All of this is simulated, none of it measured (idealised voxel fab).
You're looking at the process module voxel transistor to metal.
cross-section cut | 155 nm wide | cells 5 nm
Throughout this document, each cross-section is represented as a grid of square cells and is presented as a sequence of bands enumerated from the top downward, where a band comprises one or more rows of cells.
Top height, bottom height, nm. Materials left to right, width each, nm. Single material + "full width" = fills band edge to edge. "empty" = empty.
Heads up on the height convention: 0 is the point under which the incoming wafer is all one material, and the lowest band has no bottom, it just keeps going down, like "0 and below".
Think of "30..40" as a width that walks from the first number to the second as you go down the band, top row to bottom row, taking equal-sized steps from row to row.
You'll sometimes find "no modifications" written for a step, and that's the way of saying that nowhere in the cross-section did a cell change during that step.
The entry "Closed void catalog" lists the empty spaces that cover at least 8 cells and have no open path to the top. Each is written as width x height at distance, where the distance is measured from the left edge and all three values are in nm.
Read whatever lies past the settings on a step's line as the simulator's own remark about the step.
overlay nm: step with mask; distance mask lay right of planned place; negative value = left of planned place.
Pairs from here to the end. Each: cross-section before one process step, cross-section after it, the latter only as far down as the lowest band that changed. Under each: the step between, and its settings. Mind that the pairs may be taken from different runs of this module on the same starting wafer; whether a pair continues from the pair above depends on its entry headed "Prior to step", and it does only where that entry says so.

# Prior to step
    65 down to 40  lowk=30 / TiN=5 / Ru=10 / TiN=5 / lowk=55 / TiN=5 / Ru=10 / TiN=5 / lowk=30
    40 down to 35  SiCN=30 / TiN=20 / SiCN=55 / TiN=20 / SiCN=30
    35 down to 20  SiO2=30 / TiN=5 / Cu=10 / TiN=5 / SiO2=55 / TiN=5 / Cu=10 / TiN=5 / SiO2=30
    20 down to 0  SiO2=30 / TiN=5 / Cu=10 / TiN=5 / SiO2=5 / SiN=5 / HfO2=5 / TiN=5 / W=15 / TiN=5 / HfO2=5 / SiN=5 / SiO2=5 / TiN=5 / Cu=10 / TiN=5 / SiO2=30
    0 down to -5  SiO2=30 / TiN=20 / SiO2=5 / SiN=5 / HfO2=5 / TiN=25 / HfO2=5 / SiN=5 / SiO2=5 / TiN=20 / SiO2=30
    -5 down to -10  SiO2=25 / nSi=30 / SiO2=5 / HfO2=35 / SiO2=5 / nSi=30 / SiO2=25
    -10 down to -35  SiO2=30 / Si=95 / SiO2=30
    -35 and below  Si full width
    Closed void catalog: none

# Structure After Step
    70 down to 65  empty=25 / Ru=30 / empty=45 / Ru=30 / empty=25
    Below a height of 65, the structure has not been altered.
    Closed void catalog: none
Intermediate step for the cross-sections above: EPI (material Ru; thk nm 5)

Prior to step: The cross-section prior to this step is the one presented after the step of the pair immediately above.

# Structure After Step
    75 down to 70  SiCN full width
    70 down to 65  SiCN=25 / Ru=30 / SiCN=45 / Ru=30 / SiCN=25
    Below a height of 65, the structure has not been altered.
    Closed void catalog: none
Intermediate step for the cross-sections above: FILL_DEP (material SiCN; thk nm 5)

Prior to step: The cross-section prior to this step is the one presented after the step of the pair immediately above.

# Structure After Step
    105 down to 75  SiO2 full width
    Below a height of 75, the structure has not been altered.
    Closed void catalog: none
Intermediate step for the cross-sections above: DIRECTIONAL_DEP (material SiO2; thk nm 30)

Prior to step: The cross-section prior to this step is the one presented after the step of the pair immediately above.

# Structure After Step
    120 down to 105  resist=30 / empty=15 / resist=60 / empty=15 / resist=35
    Below a height of 105, the structure has not been altered.
    Closed void catalog: none
Intermediate step for the cross-sections above: PATTERN (tone open; mask id METAL_2_HOLES; material resist; width nm 15; pitch nm 75; thk nm 15; overlay nm 0)

Prior to step: The cross-section prior to this step is the one presented after the step of the pair immediately above.

# Structure After Step
    120 down to 105  resist=30 / empty=15 / resist=60 / empty=15 / resist=35
    105 down to 75  SiO2=30 / empty=15 / SiO2=60 / empty=15 / SiO2=35
    Below a height of 75, the structure has not been altered.
    Closed void catalog: none
Intermediate step for the cross-sections above: DIRECTIONAL_ETCH (etch materials SiO2; depth nm 30)

Prior to step: The cross-section prior to this step is the one presented after the step of the pair immediately above.

# Structure After Step
    105 down to 75  SiO2=30 / empty=15 / SiO2=60 / empty=15 / SiO2=35
    Below a height of 75, the structure has not been altered.
    Closed void catalog: none
Intermediate step for the cross-sections above: STRIP (etch materials resist)

Prior to step: The cross-section prior to this step is the one presented after the step of the pair immediately above.

# Structure After Step
    115 down to 105  aC=30 / empty=15 / aC=60 / empty=15 / aC=35
    105 down to 85  SiO2=30 / empty=15 / SiO2=60 / empty=15 / SiO2=35
    85 down to 75  SiO2=30 / aC=15 / SiO2=60 / aC=15 / SiO2=35
    Below a height of 75, the structure has not been altered.
    Closed void catalog: none
Intermediate step for the cross-sections above: DIRECTIONAL_DEP (material aC; thk nm 10)

Prior to step: The cross-section prior to this step is the one presented after the step of the pair immediately above.

# Structure After Step
    140 down to 115  resist=30 / empty=20 / resist=55 / empty=20 / resist=30
    Below a height of 115, the structure has not been altered.
    Closed void catalog: none
Intermediate step for the cross-sections above: PATTERN (tone open; mask id METAL_2; material resist; width nm 20; pitch nm 75; thk nm 25; overlay nm 0)

Prior to step: The cross-section prior to this step is the one presented after the step of the pair immediately above.

# Structure After Step
    130 down to 115  resist=30 / empty=20 / resist=55 / empty=20 / resist=30
    115 down to 105  aC=30 / empty=20 / aC=55 / empty=20 / aC=30
    105 down to 75  SiO2=30 / empty=15 / SiO2=60 / empty=15 / SiO2=35
    Below a height of 75, the structure has not been altered.
    Closed void catalog: none
Intermediate step for the cross-sections above: DIRECTIONAL_ETCH (etch materials aC; depth nm 10)

Prior to step: The cross-section prior to this step is the one presented after the step of the pair immediately above.

# Structure After Step
    115 down to 105  aC=30 / empty=20 / aC=55 / empty=20 / aC=30
    Below a height of 105, the structure has not been altered.
    Closed void catalog: none
Intermediate step for the cross-sections above: STRIP (etch materials resist)

Prior to step: The cross-section prior to this step is the one presented after the step of the pair immediately above.

# Structure After Step
    115 down to 105  aC=30 / empty=20 / aC=55 / empty=20 / aC=30
    105 down to 90  SiO2=30 / empty=20 / SiO2=55 / empty=20 / SiO2=30
    Below a height of 90, the structure has not been altered.
    Closed void catalog: none
Intermediate step for the cross-sections above: DIRECTIONAL_ETCH (etch materials SiO2; depth nm 15)

Prior to step: The cross-section prior to this step is the one presented after the step of the pair immediately above.

# Structure After Step
    115 down to 105  aC=30 / empty=20 / aC=55 / empty=20 / aC=30
    105 down to 90  SiO2=30 / empty=20 / SiO2=55 / empty=20 / SiO2=30
    90 down to 75  SiO2=30 / empty=15 / SiO2=60 / empty=15 / SiO2=35
    75 down to 70  SiCN=30 / empty=15 / SiCN=60 / empty=15 / SiCN=35
    Below a height of 70, the structure has not been altered.
    Closed void catalog: none
Intermediate step for the cross-sections above: DIRECTIONAL_ETCH (etch materials SiCN; depth nm 5)

Prior to step: The cross-section prior to this step is the one presented after the step of the pair immediately above.

# Structure After Step
    105 down to 90  SiO2=30 / empty=20 / SiO2=55 / empty=20 / SiO2=30
    Below a height of 90, the structure has not been altered.
    Closed void catalog: none
Intermediate step for the cross-sections above: STRIP (etch materials aC)

Prior to step: The cross-section prior to this step is the one presented after the step of the pair immediately above.

# Structure After Step
    110 down to 105  TiN=35 / empty=10 / TiN=65 / empty=10 / TiN=35
    105 down to 95  SiO2=30 / TiN=5 / empty=10 / TiN=5 / SiO2=55 / TiN=5 / empty=10 / TiN=5 / SiO2=30
    95 down to 90  SiO2=30 / TiN=5 / empty=5 / TiN=10 / SiO2=55 / TiN=5 / empty=5 / TiN=10 / SiO2=30
    90 down to 75  SiO2=30 / TiN=5 / empty=5 / TiN=5 / SiO2=60 / TiN=5 / empty=5 / TiN=5 / SiO2=35
    75 down to 70  SiCN=30 / TiN=15 / SiCN=60 / TiN=15 / SiCN=35
    Below a height of 70, the structure has not been altered.
    Closed void catalog: none
Intermediate step for the cross-sections above: CONFORMAL_DEP (material TiN; thk nm 5)

Prior to step: The cross-section prior to this step is the one presented after the step of the pair immediately above.

# Structure After Step
    120 down to 110  Cu full width
    110 down to 105  TiN=35 / Cu=10 / TiN=65 / Cu=10 / TiN=35
    105 down to 95  SiO2=30 / TiN=5 / Cu=10 / TiN=5 / SiO2=55 / TiN=5 / Cu=10 / TiN=5 / SiO2=30
    95 down to 90  SiO2=30 / TiN=5 / Cu=5 / TiN=10 / SiO2=55 / TiN=5 / Cu=5 / TiN=10 / SiO2=30
    90 down to 75  SiO2=30 / TiN=5 / Cu=5 / TiN=5 / SiO2=60 / TiN=5 / Cu=5 / TiN=5 / SiO2=35
    Below a height of 75, the structure has not been altered.
    Closed void catalog: none
Intermediate step for the cross-sections above: FILL_DEP (material Cu; thk nm 10)

Prior to step: The cross-section prior to this step is the one presented after the step of the pair immediately above.

# Structure After Step
    105 down to 95  SiO2=30 / TiN=5 / Cu=10 / TiN=5 / SiO2=55 / TiN=5 / Cu=10 / TiN=5 / SiO2=30
    Below a height of 95, the structure has not been altered.
    Closed void catalog: none
Intermediate step for the cross-sections above: CMP (height nm 105)

Prior to step: The cross-section prior to this step is the one presented after the step of the pair immediately above.

# Structure After Step
    110 down to 105  SiCN full width
    Below a height of 105, the structure has not been altered.
    Closed void catalog: none
Intermediate step for the cross-sections above: CONFORMAL_DEP (material SiCN; thk nm 5)

# Prior to step
    65 down to 40  lowk full width
    40 down to 35  SiCN full width
    35 down to 20  SiO2=30 / TiN=5 / W=10 / TiN=5 / SiO2=55 / TiN=5 / W=10 / TiN=5 / SiO2=30
    20 down to 0  SiO2=30 / TiN=5 / W=10 / TiN=5 / SiO2=5 / SiN=5 / HfO2=5 / TiN=5 / W=15 / TiN=5 / HfO2=5 / SiN=5 / SiO2=5 / TiN=5 / W=10 / TiN=5 / SiO2=30
    0 down to -5  SiO2=30 / TiN=20 / SiO2=5 / SiN=5 / HfO2=5 / TiN=25 / HfO2=5 / SiN=5 / SiO2=5 / TiN=20 / SiO2=30
    -5 down to -10  SiO2=25 / nSi=30 / SiO2=5 / HfO2=35 / SiO2=5 / nSi=30 / SiO2=25
    -10 down to -35  SiO2=30 / Si=95 / SiO2=30
    -35 and below  Si full width
    Closed void catalog: none

# Structure After Step
    85 down to 65  empty=30 / resist=20 / empty=55 / resist=20 / empty=30
    Below a height of 65, the structure has not been altered.
    Closed void catalog: none
Intermediate step for the cross-sections above: PATTERN (tone cover; mask id METAL_1; material resist; width nm 20; pitch nm 75; thk nm 20; overlay nm 0)

Prior to step: The cross-section prior to this step is the one presented after the step of the pair immediately above.

# Structure After Step
    85 down to 65  empty=30 / resist=20 / empty=55 / resist=20 / empty=30
    65 down to 40  empty=30 / lowk=20 / empty=55 / lowk=20 / empty=30
    Below a height of 40, the structure has not been altered.
    Closed void catalog: none
Intermediate step for the cross-sections above: DIRECTIONAL_ETCH (etch materials lowk; depth nm 25)

Prior to step: The cross-section prior to this step is the one presented after the step of the pair immediately above.

# Structure After Step
    85 down to 65  empty=30 / resist=20 / empty=55 / resist=20 / empty=30
    65 down to 40  empty=30 / lowk=20 / empty=55 / lowk=20 / empty=30
    40 down to 35  empty=30 / SiCN=20 / empty=55 / SiCN=20 / empty=30
    Below a height of 35, the structure has not been altered.
    Closed void catalog: none
Intermediate step for the cross-sections above: DIRECTIONAL_ETCH (etch materials SiCN; depth nm 5)

Prior to step: The cross-section prior to this step is the one presented after the step of the pair immediately above.

# Structure After Step
    65 down to 40  empty=30 / lowk=20 / empty=55 / lowk=20 / empty=30
    Below a height of 40, the structure has not been altered.
    Closed void catalog: none
Intermediate step for the cross-sections above: STRIP (etch materials resist)

Prior to step: The cross-section prior to this step is the one presented after the step of the pair immediately above.

# Structure After Step
    70 down to 65  empty=25 / TiN=30 / empty=45 / TiN=30 / empty=25
    65 down to 40  empty=25 / TiN=5 / lowk=20 / TiN=5 / empty=45 / TiN=5 / lowk=20 / TiN=5 / empty=25
    40 down to 35  TiN=30 / SiCN=20 / TiN=55 / SiCN=20 / TiN=30
    Below a height of 35, the structure has not been altered.
    Closed void catalog: none
Intermediate step for the cross-sections above: CONFORMAL_DEP (material TiN; thk nm 5)

Prior to step: The cross-section prior to this step is the one presented after the step of the pair immediately above.

# Structure After Step
    75 down to 70  Ru full width
    70 down to 65  Ru=25 / TiN=30 / Ru=45 / TiN=30 / Ru=25
    65 down to 40  Ru=25 / TiN=5 / lowk=20 / TiN=5 / Ru=45 / TiN=5 / lowk=20 / TiN=5 / Ru=25
    Below a height of 40, the structure has not been altered.
    Closed void catalog: none
Intermediate step for the cross-sections above: FILL_DEP (material Ru; thk nm 5)

Prior to step: The cross-section prior to this step is the one presented after the step of the pair immediately above.

# Structure After Step
    65 down to 40  Ru=25 / TiN=5 / lowk=20 / TiN=5 / Ru=45 / TiN=5 / lowk=20 / TiN=5 / Ru=25
    Below a height of 40, the structure has not been altered.
    Closed void catalog: none
Intermediate step for the cross-sections above: CMP (height nm 65)

Prior to step: The cross-section prior to this step is the one presented after the step of the pair immediately above.

# Structure After Step
    70 down to 65  Ru=35 / empty=10 / Ru=65 / empty=10 / Ru=35
    Below a height of 65, the structure has not been altered.
    Closed void catalog: none
Intermediate step for the cross-sections above: EPI (material Ru; thk nm 5)

Prior to step: The cross-section prior to this step is the one presented after the step of the pair immediately above.

# Structure After Step
    75 down to 70  SiCN full width
    70 down to 65  Ru=35 / SiCN=10 / Ru=65 / SiCN=10 / Ru=35
    Below a height of 65, the structure has not been altered.
    Closed void catalog: none
Intermediate step for the cross-sections above: FILL_DEP (material SiCN; thk nm 5)

Prior to step: The cross-section prior to this step is the one presented after the step of the pair immediately above.

# Structure After Step
    105 down to 75  SiO2 full width
    Below a height of 75, the structure has not been altered.
    Closed void catalog: none
Intermediate step for the cross-sections above: DIRECTIONAL_DEP (material SiO2; thk nm 30)

Prior to step: The cross-section prior to this step is the one presented after the step of the pair immediately above.

# Structure After Step
    120 down to 105  resist=30 / empty=15 / resist=60 / empty=15 / resist=35
    Below a height of 105, the structure has not been altered.
    Closed void catalog: none
Intermediate step for the cross-sections above: PATTERN (tone open; mask id METAL_2_HOLES; material resist; width nm 15; pitch nm 75; thk nm 15; overlay nm 0)

Prior to step: The cross-section prior to this step is the one presented after the step of the pair immediately above.

# Structure After Step
    120 down to 105  resist=30 / empty=15 / resist=60 / empty=15 / resist=35
    105 down to 75  SiO2=30 / empty=15 / SiO2=60 / empty=15 / SiO2=35
    Below a height of 75, the structure has not been altered.
    Closed void catalog: none
Intermediate step for the cross-sections above: DIRECTIONAL_ETCH (etch materials SiO2; depth nm 30)

Prior to step: The cross-section prior to this step is the one presented after the step of the pair immediately above.

# Structure After Step
    105 down to 75  SiO2=30 / empty=15 / SiO2=60 / empty=15 / SiO2=35
    Below a height of 75, the structure has not been altered.
    Closed void catalog: none
Intermediate step for the cross-sections above: STRIP (etch materials resist)

Prior to step: The cross-section prior to this step is the one presented after the step of the pair immediately above.

# Structure After Step
    115 down to 105  aC=30 / empty=15 / aC=60 / empty=15 / aC=35
    105 down to 85  SiO2=30 / empty=15 / SiO2=60 / empty=15 / SiO2=35
    85 down to 75  SiO2=30 / aC=15 / SiO2=60 / aC=15 / SiO2=35
    Below a height of 75, the structure has not been altered.
    Closed void catalog: none
Intermediate step for the cross-sections above: DIRECTIONAL_DEP (material aC; thk nm 10)

Prior to step: The cross-section prior to this step is the one presented after the step of the pair immediately above.

# Structure After Step
    140 down to 115  resist=30 / empty=20 / resist=55 / empty=20 / resist=30
    Below a height of 115, the structure has not been altered.
    Closed void catalog: none
Intermediate step for the cross-sections above: PATTERN (tone open; mask id METAL_2; material resist; width nm 20; pitch nm 75; thk nm 25; overlay nm 0)

Prior to step: The cross-section prior to this step is the one presented after the step of the pair immediately above.

# Structure After Step
    130 down to 115  resist=30 / empty=20 / resist=55 / empty=20 / resist=30
    115 down to 105  aC=30 / empty=20 / aC=55 / empty=20 / aC=30
    105 down to 75  SiO2=30 / empty=15 / SiO2=60 / empty=15 / SiO2=35
    Below a height of 75, the structure has not been altered.
    Closed void catalog: none
Intermediate step for the cross-sections above: DIRECTIONAL_ETCH (etch materials aC; depth nm 10)

Prior to step: The cross-section prior to this step is the one presented after the step of the pair immediately above.

# Structure After Step
    115 down to 105  aC=30 / empty=20 / aC=55 / empty=20 / aC=30
    Below a height of 105, the structure has not been altered.
    Closed void catalog: none
Intermediate step for the cross-sections above: STRIP (etch materials resist)

Prior to step: The cross-section prior to this step is the one presented after the step of the pair immediately above.

# Structure After Step
    115 down to 105  aC=30 / empty=20 / aC=55 / empty=20 / aC=30
    105 down to 90  SiO2=30 / empty=20 / SiO2=55 / empty=20 / SiO2=30
    Below a height of 90, the structure has not been altered.
    Closed void catalog: none
Intermediate step for the cross-sections above: DIRECTIONAL_ETCH (etch materials SiO2; depth nm 15)

Prior to step: The cross-section prior to this step is the one presented after the step of the pair immediately above.

# Structure After Step
    115 down to 105  aC=30 / empty=20 / aC=55 / empty=20 / aC=30
    105 down to 90  SiO2=30 / empty=20 / SiO2=55 / empty=20 / SiO2=30
    90 down to 75  SiO2=30 / empty=15 / SiO2=60 / empty=15 / SiO2=35
    75 down to 70  SiCN=30 / empty=15 / SiCN=60 / empty=15 / SiCN=35
    Below a height of 70, the structure has not been altered.
    Closed void catalog: none
Intermediate step for the cross-sections above: DIRECTIONAL_ETCH (etch materials SiCN; depth nm 5)

Prior to step: The cross-section prior to this step is the one presented after the step of the pair immediately above.

# Structure After Step
    105 down to 90  SiO2=30 / empty=20 / SiO2=55 / empty=20 / SiO2=30
    Below a height of 90, the structure has not been altered.
    Closed void catalog: none
Intermediate step for the cross-sections above: STRIP (etch materials aC)

Prior to step: The cross-section prior to this step is the one presented after the step of the pair immediately above.

# Structure After Step
    110 down to 105  TiN=35 / empty=10 / TiN=65 / empty=10 / TiN=35
    105 down to 95  SiO2=30 / TiN=5 / empty=10 / TiN=5 / SiO2=55 / TiN=5 / empty=10 / TiN=5 / SiO2=30
    95 down to 90  SiO2=30 / TiN=5 / empty=5 / TiN=10 / SiO2=55 / TiN=5 / empty=5 / TiN=10 / SiO2=30
    90 down to 75  SiO2=30 / TiN=5 / empty=5 / TiN=5 / SiO2=60 / TiN=5 / empty=5 / TiN=5 / SiO2=35
    75 down to 70  SiCN=30 / TiN=15 / SiCN=60 / TiN=15 / SiCN=35
    Below a height of 70, the structure has not been altered.
    Closed void catalog: none
Intermediate step for the cross-sections above: CONFORMAL_DEP (material TiN; thk nm 5)

Prior to step: The cross-section prior to this step is the one presented after the step of the pair immediately above.

# Structure After Step
    120 down to 110  Cu full width
    110 down to 105  TiN=35 / Cu=10 / TiN=65 / Cu=10 / TiN=35
    105 down to 95  SiO2=30 / TiN=5 / Cu=10 / TiN=5 / SiO2=55 / TiN=5 / Cu=10 / TiN=5 / SiO2=30
    95 down to 90  SiO2=30 / TiN=5 / Cu=5 / TiN=10 / SiO2=55 / TiN=5 / Cu=5 / TiN=10 / SiO2=30
    90 down to 75  SiO2=30 / TiN=5 / Cu=5 / TiN=5 / SiO2=60 / TiN=5 / Cu=5 / TiN=5 / SiO2=35
    Below a height of 75, the structure has not been altered.
    Closed void catalog: none
Intermediate step for the cross-sections above: FILL_DEP (material Cu; thk nm 10)

Prior to step: The cross-section prior to this step is the one presented after the step of the pair immediately above.

# Structure After Step
    105 down to 95  SiO2=30 / TiN=5 / Cu=10 / TiN=5 / SiO2=55 / TiN=5 / Cu=10 / TiN=5 / SiO2=30
    Below a height of 95, the structure has not been altered.
    Closed void catalog: none
Intermediate step for the cross-sections above: CMP (height nm 105)

Prior to step: The cross-section prior to this step is the one presented after the step of the pair immediately above.

# Structure After Step
    110 down to 105  SiCN full width
    Below a height of 105, the structure has not been altered.
    Closed void catalog: none
Intermediate step for the cross-sections above: CONFORMAL_DEP (material SiCN; thk nm 5)
